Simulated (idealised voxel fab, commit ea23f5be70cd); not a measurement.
process module | voxel transistor to metal
cross-section cut | 150 nm wide | cells 5 nm
A cross-section is a grid of square cells, given in bands from the top down. A band is one or more rows of cells.
Each band's line starts with the height of the band's top and of its bottom, in nm. Then come its materials from left to right, each with its width in nm. One material with "throughout" fills the band from edge to edge. "air" is empty space.
Height 0 is the level under which the wafer as received is all one material. The lowest band goes on downwards, as in "0 down".
A width such as "30 to 40" changes by the same amount from each row of cells to the next, from the band's top row to its bottom row.
"no change" after a step means that no cell of the cross-section changed.
closed voids: empty space of 8 cells or more with no open way to the top, each as width x height at its distance from the left edge, in nm
after a step's settings: what the simulator itself notes on the step
overlay nm, on a step with a mask: how far to the right of its planned place the mask lay; to the left if negative
plan
1 op RECEIVE | material Si
2 op OXIDIZE | depth nm 5
3 op CONFORMAL_DEP | material SiN | thk nm 10
4 op MASKED_ETCH | tone cover | mask id ACTIVE | width nm 105 | etch materials SiN | depth nm 10 | overlay nm 0
5 op MASKED_ETCH | tone cover | mask id ACTIVE | width nm 105 | etch materials SiO2 | depth nm 5 | overlay nm 0
6 op MASKED_ETCH | tone cover | mask id ACTIVE | width nm 105 | etch materials Si | depth nm 25 | overlay nm 0
7 op FILL_DEP | material SiO2 | thk nm 15
8 op CMP | height nm 10
9 op SELECTIVE_ETCH | etch materials SiO2 | depth nm 10
10 op STRIP | etch materials SiN
11 op SELECTIVE_ETCH | etch materials SiO2 | depth nm 5
12 op OXIDIZE | depth nm 5
13 op DIRECTIONAL_DEP | material polySi | thk nm 20
14 op DIRECTIONAL_DEP | material SiCN | thk nm 10
15 op PATTERN | tone cover | mask id GATE | material resist | width nm 15 | thk nm 15 | overlay nm 0
16 op DIRECTIONAL_ETCH | etch materials SiCN | depth nm 20
17 op DIRECTIONAL_ETCH | etch materials polySi | depth nm 30
18 op STRIP | etch materials resist
19 op CONFORMAL_DEP | material SiO2 | thk nm 5
20 op DIRECTIONAL_ETCH | etch materials SiO2 | depth nm 5
21 op CONFORMAL_DEP | material SiN | thk nm 10
22 op DIRECTIONAL_ETCH | etch materials SiN | depth nm 10
23 op DIRECTIONAL_ETCH | etch materials SiO2 | depth nm 5
24 op DIRECTIONAL_ETCH | etch materials Si | depth nm 5
25 op EPI | material SiGe | thk nm 5
26 op FILL_DEP | material SiO2 | thk nm 5
27 op CMP | height nm 25
28 op DIRECTIONAL_DEP | material SiO2 | thk nm 10
29 op DIRECTIONAL_DEP | material aC | thk nm 15
30 op PATTERN | tone open | mask id CONTACT | material resist | width nm 30 | pitch nm 55 | thk nm 35 | overlay nm 0
31 op DIRECTIONAL_ETCH | etch materials aC | depth nm 15
32 op STRIP | etch materials resist
33 op DIRECTIONAL_ETCH | etch materials SiO2 | depth nm 45
34 op STRIP | etch materials aC
35 op CONFORMAL_DEP | material TiN | thk nm 5
36 op FILL_DEP | material W | thk nm 5
37 op CMP | height nm 35
38 op DIRECTIONAL_DEP | material TiN | thk nm 5
39 op DIRECTIONAL_DEP | material Ru | thk nm 15
40 op PATTERN | tone cover | mask id METAL_1 | material resist | width nm 15 | pitch nm 70 | thk nm 20 | overlay nm 0
41 op DIRECTIONAL_ETCH | etch materials Ru | depth nm 15
42 op DIRECTIONAL_ETCH | etch materials TiN | depth nm 5
43 op STRIP | etch materials resist
44 op CONFORMAL_DEP | material SiCN | thk nm 5
45 op FILL_DEP | material lowk | thk nm 10
46 op CMP | height nm 55
47 op CONFORMAL_DEP | material SiCN | thk nm 5
48 op DIRECTIONAL_DEP | material SiO2 | thk nm 35
49 op PATTERN | tone open | mask id METAL_2 | material resist | width nm 15 | pitch nm 70 | thk nm 20 | overlay nm 0
50 op DIRECTIONAL_ETCH | etch materials SiO2 | depth nm 20
51 op STRIP | etch materials resist
52 op DIRECTIONAL_DEP | material aC | thk nm 10
53 op PATTERN | tone open | mask id METAL_2_HOLES | material resist | width nm 15 | pitch nm 70 | thk nm 30 | overlay nm 0
54 op DIRECTIONAL_ETCH | etch materials aC | depth nm 10
55 op STRIP | etch materials resist
56 op DIRECTIONAL_ETCH | etch materials SiO2 | depth nm 15
57 op DIRECTIONAL_ETCH | etch materials SiCN | depth nm 5
58 op STRIP | etch materials aC
59 op CONFORMAL_DEP | material TiN | thk nm 5
60 op FILL_DEP | material Cu | thk nm 5
61 op CMP | height nm 95
62 op CONFORMAL_DEP | material SiCN | thk nm 5
first wafer, as planned
as received, after step 1
  0 down: Si throughout
  closed voids: none
after step 2
  0 to -5: SiO2 throughout
  below -5: unchanged
after step 3
  10 to 0: SiN throughout
  below 0: unchanged
after step 4
  10 to 0: air 20 | SiN 105 | air 25
  below 0: unchanged
after step 5
  10 to 0: air 20 | SiN 105 | air 25
  0 to -5: air 20 | SiO2 105 | air 25
  below -5: unchanged
after step 6
  10 to 0: air 20 | SiN 105 | air 25
  0 to -5: air 20 | SiO2 105 | air 25
  -5 to -30: air 20 | Si 105 | air 25
  below -30: unchanged
after step 7
  25 to 10: SiO2 throughout
  10 to 0: SiO2 20 | SiN 105 | SiO2 25
  0 to -5: SiO2 throughout
  -5 to -30: SiO2 20 | Si 105 | SiO2 25
  below -30: unchanged
after step 8
  10 to 0: SiO2 20 | SiN 105 | SiO2 25
  below 0: unchanged
after step 9
  10 to 0: air 20 | SiN 105 | air 25
  below 0: unchanged
after step 10
  0 to -5: SiO2 throughout
  below -5: unchanged
after step 11
  -5 to -30: SiO2 20 | Si 105 | SiO2 25
  below -30: unchanged
after step 12
  -5 to -10: SiO2 throughout
  below -10: unchanged
after step 13
  15 to -5: polySi throughout
  below -5: unchanged
after step 14
  25 to 15: SiCN throughout
  below 15: unchanged
after step 15
  40 to 25: air 65 | resist 15 | air 70
  below 25: unchanged
after step 16
  40 to 25: air 65 | resist 15 | air 70
  25 to 15: air 65 | SiCN 15 | air 70
  below 15: unchanged
after step 17
  40 to 25: air 65 | resist 15 | air 70
  25 to 15: air 65 | SiCN 15 | air 70
  15 to -5: air 65 | polySi 15 | air 70
  below -5: unchanged
after step 18
  25 to 15: air 65 | SiCN 15 | air 70
  below 15: unchanged
after step 19
  30 to 25: air 60 | SiO2 25 | air 65
  25 to 15: air 60 | SiO2 5 | SiCN 15 | SiO2 5 | air 65
  15 to 0: air 60 | SiO2 5 | polySi 15 | SiO2 5 | air 65
  0 to -5: SiO2 65 | polySi 15 | SiO2 70
  below -5: unchanged
after step 20
  25 to 15: air 60 | SiO2 5 | SiCN 15 | SiO2 5 | air 65
  15 to -5: air 60 | SiO2 5 | polySi 15 | SiO2 5 | air 65
  below -5: unchanged
after step 21
  35 to 25: air 50 | SiN 45 | air 55
  25 to 15: air 50 | SiN 10 | SiO2 5 | SiCN 15 | SiO2 5 | SiN 10 | air 55
  15 to 5: air 50 | SiN 10 | SiO2 5 | polySi 15 | SiO2 5 | SiN 10 | air 55
  5 to -5: SiN 60 | SiO2 5 | polySi 15 | SiO2 5 | SiN 65
  below -5: unchanged
after step 22
  25 to 15: air 50 | SiN 10 | SiO2 5 | SiCN 15 | SiO2 5 | SiN 10 | air 55
  15 to -5: air 50 | SiN 10 | SiO2 5 | polySi 15 | SiO2 5 | SiN 10 | air 55
  below -5: unchanged
after step 23
  25 to 20: air 50 | SiN 10 | air 5 | SiCN 15 | air 5 | SiN 10 | air 55
  20 to 15: air 50 | SiN 10 | SiO2 5 | SiCN 15 | SiO2 5 | SiN 10 | air 55
  15 to -5: air 50 | SiN 10 | SiO2 5 | polySi 15 | SiO2 5 | SiN 10 | air 55
  -5 to -10: air 50 | SiO2 45 | air 55
  below -10: unchanged
after step 24
  25 to 20: air 50 | SiN 10 | air 5 | SiCN 15 | air 5 | SiN 10 | air 55
  20 to 15: air 50 | SiN 10 | SiO2 5 | SiCN 15 | SiO2 5 | SiN 10 | air 55
  15 to -5: air 50 | SiN 10 | SiO2 5 | polySi 15 | SiO2 5 | SiN 10 | air 55
  -5 to -10: air 50 | SiO2 45 | air 55
  -10 to -15: SiO2 20 | air 30 | Si 45 | air 30 | SiO2 25
  below -15: unchanged
after step 25
  25 to 20: air 50 | SiN 10 | air 5 | SiCN 15 | air 5 | SiN 10 | air 55
  20 to 15: air 50 | SiN 10 | SiO2 5 | SiCN 15 | SiO2 5 | SiN 10 | air 55
  15 to -5: air 50 | SiN 10 | SiO2 5 | polySi 15 | SiO2 5 | SiN 10 | air 55
  -5 to -10: air 45 | SiGe 5 | SiO2 45 | SiGe 5 | air 50
  -10 to -15: SiO2 20 | SiGe 30 | Si 45 | SiGe 30 | SiO2 25
  below -15: unchanged
after step 26
  30 to 25: SiO2 throughout
  25 to 15: SiO2 50 | SiN 10 | SiO2 5 | SiCN 15 | SiO2 5 | SiN 10 | SiO2 55
  15 to -5: SiO2 50 | SiN 10 | SiO2 5 | polySi 15 | SiO2 5 | SiN 10 | SiO2 55
  -5 to -10: SiO2 45 | SiGe 5 | SiO2 45 | SiGe 5 | SiO2 50
  below -10: unchanged
after step 27
  25 to 15: SiO2 50 | SiN 10 | SiO2 5 | SiCN 15 | SiO2 5 | SiN 10 | SiO2 55
  below 15: unchanged
after step 28
  35 to 25: SiO2 throughout
  below 25: unchanged
after step 29
  50 to 35: aC throughout
  below 35: unchanged
after step 30
  85 to 50: resist 30 | air 30 | resist 25 | air 30 | resist 35
  below 50: unchanged
after step 31
  70 to 50: resist 30 | air 30 | resist 25 | air 30 | resist 35
  50 to 35: aC 30 | air 30 | aC 25 | air 30 | aC 35
  below 35: unchanged
after step 32
  50 to 35: aC 30 | air 30 | aC 25 | air 30 | aC 35
  below 35: unchanged
after step 33
  50 to 35: aC 30 | air 30 | aC 25 | air 30 | aC 35
  35 to 25: SiO2 30 | air 30 | SiO2 25 | air 30 | SiO2 35
  25 to 15: SiO2 30 | air 20 | SiN 10 | SiO2 5 | SiCN 15 | SiO2 5 | SiN 10 | air 20 | SiO2 35
  15 to -5: SiO2 30 | air 20 | SiN 10 | SiO2 5 | polySi 15 | SiO2 5 | SiN 10 | air 20 | SiO2 35
  -5 to -10: SiO2 30 | air 15 | SiGe 5 | SiO2 45 | SiGe 5 | air 15 | SiO2 35
  below -10: unchanged
after step 34
  35 to 25: SiO2 30 | air 30 | SiO2 25 | air 30 | SiO2 35
  below 25: unchanged
after step 35
  40 to 35: TiN 35 | air 20 | TiN 35 | air 20 | TiN 40
  35 to 25: SiO2 30 | TiN 5 | air 20 to 10 | TiN 5 to 15 | SiO2 25 | TiN 5 to 15 | air 20 to 10 | TiN 5 | SiO2 35
  25 to 15: SiO2 30 | TiN 5 | air 10 | TiN 5 | SiN 10 | SiO2 5 | SiCN 15 | SiO2 5 | SiN 10 | TiN 5 | air 10 | TiN 5 | SiO2 35
  15 to 0: SiO2 30 | TiN 5 | air 10 | TiN 5 | SiN 10 | SiO2 5 | polySi 15 | SiO2 5 | SiN 10 | TiN 5 | air 10 | TiN 5 | SiO2 35
  0 to -5: SiO2 30 | TiN 5 | air 5 | TiN 10 | SiN 10 | SiO2 5 | polySi 15 | SiO2 5 | SiN 10 | TiN 10 | air 5 | TiN 5 | SiO2 35
  -5 to -10: SiO2 30 | TiN 15 | SiGe 5 | SiO2 45 | SiGe 5 | TiN 15 | SiO2 35
  below -10: unchanged
after step 36
  45 to 40: W throughout
  40 to 35: TiN 35 | W 20 | TiN 35 | W 20 | TiN 40
  35 to 25: SiO2 30 | TiN 5 | W 20 to 10 | TiN 5 to 15 | SiO2 25 | TiN 5 to 15 | W 20 to 10 | TiN 5 | SiO2 35
  25 to 15: SiO2 30 | TiN 5 | W 10 | TiN 5 | SiN 10 | SiO2 5 | SiCN 15 | SiO2 5 | SiN 10 | TiN 5 | W 10 | TiN 5 | SiO2 35
  15 to 0: SiO2 30 | TiN 5 | W 10 | TiN 5 | SiN 10 | SiO2 5 | polySi 15 | SiO2 5 | SiN 10 | TiN 5 | W 10 | TiN 5 | SiO2 35
  0 to -5: SiO2 30 | TiN 5 | W 5 | TiN 10 | SiN 10 | SiO2 5 | polySi 15 | SiO2 5 | SiN 10 | TiN 10 | W 5 | TiN 5 | SiO2 35
  below -5: unchanged
after step 37
  35 to 25: SiO2 30 | TiN 5 | W 20 to 10 | TiN 5 to 15 | SiO2 25 | TiN 5 to 15 | W 20 to 10 | TiN 5 | SiO2 35
  below 25: unchanged
after step 38
  40 to 35: TiN throughout
  below 35: unchanged
after step 39
  55 to 40: Ru throughout
  below 40: unchanged
after step 40
  75 to 55: air 30 | resist 15 | air 55 | resist 15 | air 35
  below 55: unchanged
after step 41
  75 to 55: air 30 | resist 15 | air 55 | resist 15 | air 35
  55 to 40: air 30 | Ru 15 | air 55 | Ru 15 | air 35
  below 40: unchanged
after step 42
  75 to 55: air 30 | resist 15 | air 55 | resist 15 | air 35
  55 to 40: air 30 | Ru 15 | air 55 | Ru 15 | air 35
  40 to 35: air 30 | TiN 15 | air 55 | TiN 15 | air 35
  below 35: unchanged
after step 43
  55 to 40: air 30 | Ru 15 | air 55 | Ru 15 | air 35
  below 40: unchanged
after step 44
  60 to 55: air 25 | SiCN 25 | air 45 | SiCN 25 | air 30
  55 to 40: air 25 | SiCN 5 | Ru 15 | SiCN 5 | air 45 | SiCN 5 | Ru 15 | SiCN 5 | air 30
  40 to 35: SiCN 30 | TiN 15 | SiCN 55 | TiN 15 | SiCN 35
  below 35: unchanged
after step 45
  70 to 60: lowk throughout
  60 to 55: lowk 25 | SiCN 25 | lowk 45 | SiCN 25 | lowk 30
  55 to 40: lowk 25 | SiCN 5 | Ru 15 | SiCN 5 | lowk 45 | SiCN 5 | Ru 15 | SiCN 5 | lowk 30
  below 40: unchanged
after step 46
  55 to 40: lowk 25 | SiCN 5 | Ru 15 | SiCN 5 | lowk 45 | SiCN 5 | Ru 15 | SiCN 5 | lowk 30
  below 40: unchanged
after step 47
  60 to 55: SiCN throughout
  below 55: unchanged
after step 48
  95 to 60: SiO2 throughout
  below 60: unchanged
after step 49
  115 to 95: resist 30 | air 15 | resist 55 | air 15 | resist 35
  below 95: unchanged
after step 50
  115 to 95: resist 30 | air 15 | resist 55 | air 15 | resist 35
  95 to 75: SiO2 30 | air 15 | SiO2 55 | air 15 | SiO2 35
  below 75: unchanged
after step 51
  95 to 75: SiO2 30 | air 15 | SiO2 55 | air 15 | SiO2 35
  below 75: unchanged
after step 52
  105 to 95: aC 30 | air 15 | aC 55 | air 15 | aC 35
  95 to 85: SiO2 30 | air 15 | SiO2 55 | air 15 | SiO2 35
  85 to 75: SiO2 30 | aC 15 | SiO2 55 | aC 15 | SiO2 35
  below 75: unchanged
after step 53
  135 to 105: resist 30 | air 15 | resist 55 | air 15 | resist 35
  below 105: unchanged
after step 54
  125 to 105: resist 30 | air 15 | resist 55 | air 15 | resist 35
  105 to 95: aC 30 | air 15 | aC 55 | air 15 | aC 35
  95 to 75: SiO2 30 | air 15 | SiO2 55 | air 15 | SiO2 35
  below 75: unchanged
after step 55
  105 to 95: aC 30 | air 15 | aC 55 | air 15 | aC 35
  below 95: unchanged
after step 56
  105 to 95: aC 30 | air 15 | aC 55 | air 15 | aC 35
  95 to 60: SiO2 30 | air 15 | SiO2 55 | air 15 | SiO2 35
  below 60: unchanged
after step 57
  105 to 95: aC 30 | air 15 | aC 55 | air 15 | aC 35
  95 to 60: SiO2 30 | air 15 | SiO2 55 | air 15 | SiO2 35
  60 to 55: SiCN 30 | air 15 | SiCN 55 | air 15 | SiCN 35
  below 55: unchanged
after step 58
  95 to 60: SiO2 30 | air 15 | SiO2 55 | air 15 | SiO2 35
  below 60: unchanged
after step 59
  100 to 95: TiN 35 | air 5 | TiN 65 | air 5 | TiN 40
  95 to 60: SiO2 30 | TiN 5 | air 5 | TiN 5 | SiO2 55 | TiN 5 | air 5 | TiN 5 | SiO2 35
  60 to 55: SiCN 30 | TiN 15 | SiCN 55 | TiN 15 | SiCN 35
  below 55: unchanged
after step 60
  105 to 100: Cu throughout
  100 to 95: TiN 35 | Cu 5 | TiN 65 | Cu 5 | TiN 40
  95 to 60: SiO2 30 | TiN 5 | Cu 5 | TiN 5 | SiO2 55 | TiN 5 | Cu 5 | TiN 5 | SiO2 35
  below 60: unchanged
after step 61
  95 to 60: SiO2 30 | TiN 5 | Cu 5 | TiN 5 | SiO2 55 | TiN 5 | Cu 5 | TiN 5 | SiO2 35
  below 60: unchanged
after step 62
  100 to 95: SiCN throughout
  below 95: unchanged
second wafer: like start, like plan, one mistake. Through step 19 it matches the first wafer
when step 20 should have ended
  25 to 15: air 65 | SiCN 15 | air 70
  15 to -5: air 60 | SiO2 5 | polySi 15 | SiO2 5 | air 65
  -5 to -10: air 60 | SiO2 25 | air 65
  -10 to -15: air 20 | Si 105 | air 25
  below -15: unchanged
when step 21 should have ended
  35 to 25: air 55 | SiN 35 | air 60
  25 to 15: air 50 | SiN 15 | SiCN 15 | SiN 15 | air 55
  15 to 0: air 50 | SiN 10 | SiO2 5 | polySi 15 | SiO2 5 | SiN 10 | air 55
  0 to -5: air 10 | SiN 50 | SiO2 5 | polySi 15 | SiO2 5 | SiN 50 | air 15
  -5 to -10: SiN 60 | SiO2 25 | SiN 65
  -10 to -15: SiN 20 | Si 105 | SiN 25
  below -15: unchanged
when step 22 should have ended
  25 to 15: air 55 | SiN 10 | SiCN 15 | SiN 10 | air 60
  15 to -5: air 50 | SiN 10 | SiO2 5 | polySi 15 | SiO2 5 | SiN 10 | air 55
  -5 to -10: air 50 | SiN 10 | SiO2 25 | SiN 10 | air 55
  -10 to -15: air 10 | SiN 10 | Si 105 | SiN 10 | air 15
  below -15: unchanged
when step 23 should have ended
  25 to 15: air 55 | SiN 10 | SiCN 15 | SiN 10 | air 60
  15 to -5: air 50 | SiN 10 | SiO2 5 | polySi 15 | SiO2 5 | SiN 10 | air 55
  -5 to -10: air 50 | SiN 10 | SiO2 25 | SiN 10 | air 55
  -10 to -15: air 10 | SiN 10 | Si 105 | SiN 10 | air 15
  -15 to -20: air 10 | SiO2 10 | Si 105 | SiO2 10 | air 15
  below -20: unchanged
when step 24 should have ended
  25 to 15: air 55 | SiN 10 | SiCN 15 | SiN 10 | air 60
  15 to -5: air 50 | SiN 10 | SiO2 5 | polySi 15 | SiO2 5 | SiN 10 | air 55
  -5 to -10: air 50 | SiN 10 | SiO2 25 | SiN 10 | air 55
  -10 to -15: air 10 | SiN 10 | air 30 | Si 45 | air 30 | SiN 10 | air 15
  below -15: unchanged
when step 25 should have ended
  25 to 15: air 55 | SiN 10 | SiCN 15 | SiN 10 | air 60
  15 to -5: air 50 | SiN 10 | SiO2 5 | polySi 15 | SiO2 5 | SiN 10 | air 55
  -5 to -10: air 45 | SiGe 5 | SiN 10 | SiO2 25 | SiN 10 | SiGe 5 | air 50
  -10 to -15: air 10 | SiN 10 | SiGe 30 | Si 45 | SiGe 30 | SiN 10 | air 15
  below -15: unchanged
when step 26 should have ended
  30 to 25: SiO2 throughout
  25 to 15: SiO2 55 | SiN 10 | SiCN 15 | SiN 10 | SiO2 60
  15 to -5: SiO2 50 | SiN 10 | SiO2 5 | polySi 15 | SiO2 5 | SiN 10 | SiO2 55
  -5 to -10: SiO2 45 | SiGe 5 | SiN 10 | SiO2 25 | SiN 10 | SiGe 5 | SiO2 50
  -10 to -15: SiO2 10 | SiN 10 | SiGe 30 | Si 45 | SiGe 30 | SiN 10 | SiO2 15
  -15 to -30: SiO2 20 | Si 105 | SiO2 25
  below -30: unchanged
when step 27 should have ended
  25 to 15: SiO2 55 | SiN 10 | SiCN 15 | SiN 10 | SiO2 60
  below 15: unchanged
when step 28 should have ended
  35 to 25: SiO2 throughout
  below 25: unchanged
when step 29 should have ended
  50 to 35: aC throughout
  below 35: unchanged
when step 30 should have ended
  85 to 50: resist 30 | air 30 | resist 25 | air 30 | resist 35
  below 50: unchanged
when step 31 should have ended
  70 to 50: resist 30 | air 30 | resist 25 | air 30 | resist 35
  50 to 35: aC 30 | air 30 | aC 25 | air 30 | aC 35
  below 35: unchanged
when step 32 should have ended
  50 to 35: aC 30 | air 30 | aC 25 | air 30 | aC 35
  below 35: unchanged
when step 33 should have ended
  50 to 35: aC 30 | air 30 | aC 25 | air 30 | aC 35
  35 to 25: SiO2 30 | air 30 | SiO2 25 | air 30 | SiO2 35
  25 to 15: SiO2 30 | air 25 | SiN 10 | SiCN 15 | SiN 10 | air 25 | SiO2 35
  15 to -5: SiO2 30 | air 20 | SiN 10 | SiO2 5 | polySi 15 | SiO2 5 | SiN 10 | air 20 | SiO2 35
  -5 to -10: SiO2 30 | air 15 | SiGe 5 | SiN 10 | SiO2 25 | SiN 10 | SiGe 5 | air 15 | SiO2 35
  below -10: unchanged
when step 34 should have ended
  35 to 25: SiO2 30 | air 30 | SiO2 25 | air 30 | SiO2 35
  below 25: unchanged
when step 35 should have ended
  40 to 35: TiN 35 | air 20 | TiN 35 | air 20 | TiN 40
  35 to 25: SiO2 30 | TiN 5 | air 20 to 15 | TiN 5 to 10 | SiO2 25 | TiN 5 to 10 | air 20 to 15 | TiN 5 | SiO2 35
  25 to 15: SiO2 30 | TiN 5 | air 15 to 10 | TiN 5 to 10 | SiN 10 | SiCN 15 | SiN 10 | TiN 5 to 10 | air 15 to 10 | TiN 5 | SiO2 35
  15 to 0: SiO2 30 | TiN 5 | air 10 | TiN 5 | SiN 10 | SiO2 5 | polySi 15 | SiO2 5 | SiN 10 | TiN 5 | air 10 | TiN 5 | SiO2 35
  0 to -5: SiO2 30 | TiN 5 | air 5 | TiN 10 | SiN 10 | SiO2 5 | polySi 15 | SiO2 5 | SiN 10 | TiN 10 | air 5 | TiN 5 | SiO2 35
  -5 to -10: SiO2 30 | TiN 15 | SiGe 5 | SiN 10 | SiO2 25 | SiN 10 | SiGe 5 | TiN 15 | SiO2 35
  below -10: unchanged
when step 36 should have ended
  45 to 40: W throughout
  40 to 35: TiN 35 | W 20 | TiN 35 | W 20 | TiN 40
  35 to 25: SiO2 30 | TiN 5 | W 20 to 15 | TiN 5 to 10 | SiO2 25 | TiN 5 to 10 | W 20 to 15 | TiN 5 | SiO2 35
  25 to 15: SiO2 30 | TiN 5 | W 15 to 10 | TiN 5 to 10 | SiN 10 | SiCN 15 | SiN 10 | TiN 5 to 10 | W 15 to 10 | TiN 5 | SiO2 35
  15 to 0: SiO2 30 | TiN 5 | W 10 | TiN 5 | SiN 10 | SiO2 5 | polySi 15 | SiO2 5 | SiN 10 | TiN 5 | W 10 | TiN 5 | SiO2 35
  0 to -5: SiO2 30 | TiN 5 | W 5 | TiN 10 | SiN 10 | SiO2 5 | polySi 15 | SiO2 5 | SiN 10 | TiN 10 | W 5 | TiN 5 | SiO2 35
  below -5: unchanged
when step 37 should have ended
  35 to 25: SiO2 30 | TiN 5 | W 20 to 15 | TiN 5 to 10 | SiO2 25 | TiN 5 to 10 | W 20 to 15 | TiN 5 | SiO2 35
  below 25: unchanged
when step 38 should have ended
  40 to 35: TiN throughout
  below 35: unchanged
when step 39 should have ended
  55 to 40: Ru throughout
  below 40: unchanged
when step 40 should have ended
  75 to 55: air 30 | resist 15 | air 55 | resist 15 | air 35
  below 55: unchanged
when step 41 should have ended
  75 to 55: air 30 | resist 15 | air 55 | resist 15 | air 35
  55 to 40: air 30 | Ru 15 | air 55 | Ru 15 | air 35
  below 40: unchanged
when step 42 should have ended
  75 to 55: air 30 | resist 15 | air 55 | resist 15 | air 35
  55 to 40: air 30 | Ru 15 | air 55 | Ru 15 | air 35
  40 to 35: air 30 | TiN 15 | air 55 | TiN 15 | air 35
  below 35: unchanged
when step 43 should have ended
  55 to 40: air 30 | Ru 15 | air 55 | Ru 15 | air 35
  below 40: unchanged
when step 44 should have ended
  60 to 55: air 25 | SiCN 25 | air 45 | SiCN 25 | air 30
  55 to 40: air 25 | SiCN 5 | Ru 15 | SiCN 5 | air 45 | SiCN 5 | Ru 15 | SiCN 5 | air 30
  40 to 35: SiCN 30 | TiN 15 | SiCN 55 | TiN 15 | SiCN 35
  below 35: unchanged
when step 45 should have ended
  70 to 60: lowk throughout
  60 to 55: lowk 25 | SiCN 25 | lowk 45 | SiCN 25 | lowk 30
  55 to 40: lowk 25 | SiCN 5 | Ru 15 | SiCN 5 | lowk 45 | SiCN 5 | Ru 15 | SiCN 5 | lowk 30
  below 40: unchanged
when step 46 should have ended
  55 to 40: lowk 25 | SiCN 5 | Ru 15 | SiCN 5 | lowk 45 | SiCN 5 | Ru 15 | SiCN 5 | lowk 30
  below 40: unchanged
when step 47 should have ended
  60 to 55: SiCN throughout
  below 55: unchanged
when step 48 should have ended
  95 to 60: SiO2 throughout
  below 60: unchanged
when step 49 should have ended
  115 to 95: resist 30 | air 15 | resist 55 | air 15 | resist 35
  below 95: unchanged
when step 50 should have ended
  115 to 95: resist 30 | air 15 | resist 55 | air 15 | resist 35
  95 to 75: SiO2 30 | air 15 | SiO2 55 | air 15 | SiO2 35
  below 75: unchanged
when step 51 should have ended
  95 to 75: SiO2 30 | air 15 | SiO2 55 | air 15 | SiO2 35
  below 75: unchanged
when step 52 should have ended
  105 to 95: aC 30 | air 15 | aC 55 | air 15 | aC 35
  95 to 85: SiO2 30 | air 15 | SiO2 55 | air 15 | SiO2 35
  85 to 75: SiO2 30 | aC 15 | SiO2 55 | aC 15 | SiO2 35
  below 75: unchanged
when step 53 should have ended
  135 to 105: resist 30 | air 15 | resist 55 | air 15 | resist 35
  below 105: unchanged
when step 54 should have ended
  125 to 105: resist 30 | air 15 | resist 55 | air 15 | resist 35
  105 to 95: aC 30 | air 15 | aC 55 | air 15 | aC 35
  95 to 75: SiO2 30 | air 15 | SiO2 55 | air 15 | SiO2 35
  below 75: unchanged
when step 55 should have ended
  105 to 95: aC 30 | air 15 | aC 55 | air 15 | aC 35
  below 95: unchanged
when step 56 should have ended
  105 to 95: aC 30 | air 15 | aC 55 | air 15 | aC 35
  95 to 60: SiO2 30 | air 15 | SiO2 55 | air 15 | SiO2 35
  below 60: unchanged
when step 57 should have ended
  105 to 95: aC 30 | air 15 | aC 55 | air 15 | aC 35
  95 to 60: SiO2 30 | air 15 | SiO2 55 | air 15 | SiO2 35
  60 to 55: SiCN 30 | air 15 | SiCN 55 | air 15 | SiCN 35
  below 55: unchanged
when step 58 should have ended
  95 to 60: SiO2 30 | air 15 | SiO2 55 | air 15 | SiO2 35
  below 60: unchanged
when step 59 should have ended
  100 to 95: TiN 35 | air 5 | TiN 65 | air 5 | TiN 40
  95 to 60: SiO2 30 | TiN 5 | air 5 | TiN 5 | SiO2 55 | TiN 5 | air 5 | TiN 5 | SiO2 35
  60 to 55: SiCN 30 | TiN 15 | SiCN 55 | TiN 15 | SiCN 35
  below 55: unchanged
when step 60 should have ended
  105 to 100: Cu throughout
  100 to 95: TiN 35 | Cu 5 | TiN 65 | Cu 5 | TiN 40
  95 to 60: SiO2 30 | TiN 5 | Cu 5 | TiN 5 | SiO2 55 | TiN 5 | Cu 5 | TiN 5 | SiO2 35
  below 60: unchanged
when step 61 should have ended
  95 to 60: SiO2 30 | TiN 5 | Cu 5 | TiN 5 | SiO2 55 | TiN 5 | Cu 5 | TiN 5 | SiO2 35
  below 60: unchanged
when step 62 should have ended
  100 to 95: SiCN throughout
  below 95: unchanged
what went wrong: step 20 ran as: op DIRECTIONAL_ETCH | etch materials SiO2 | depth nm 15
at the end the second wafer has, in cells: 8 more of SiN | 12 fewer of SiO2 | 4 more of W
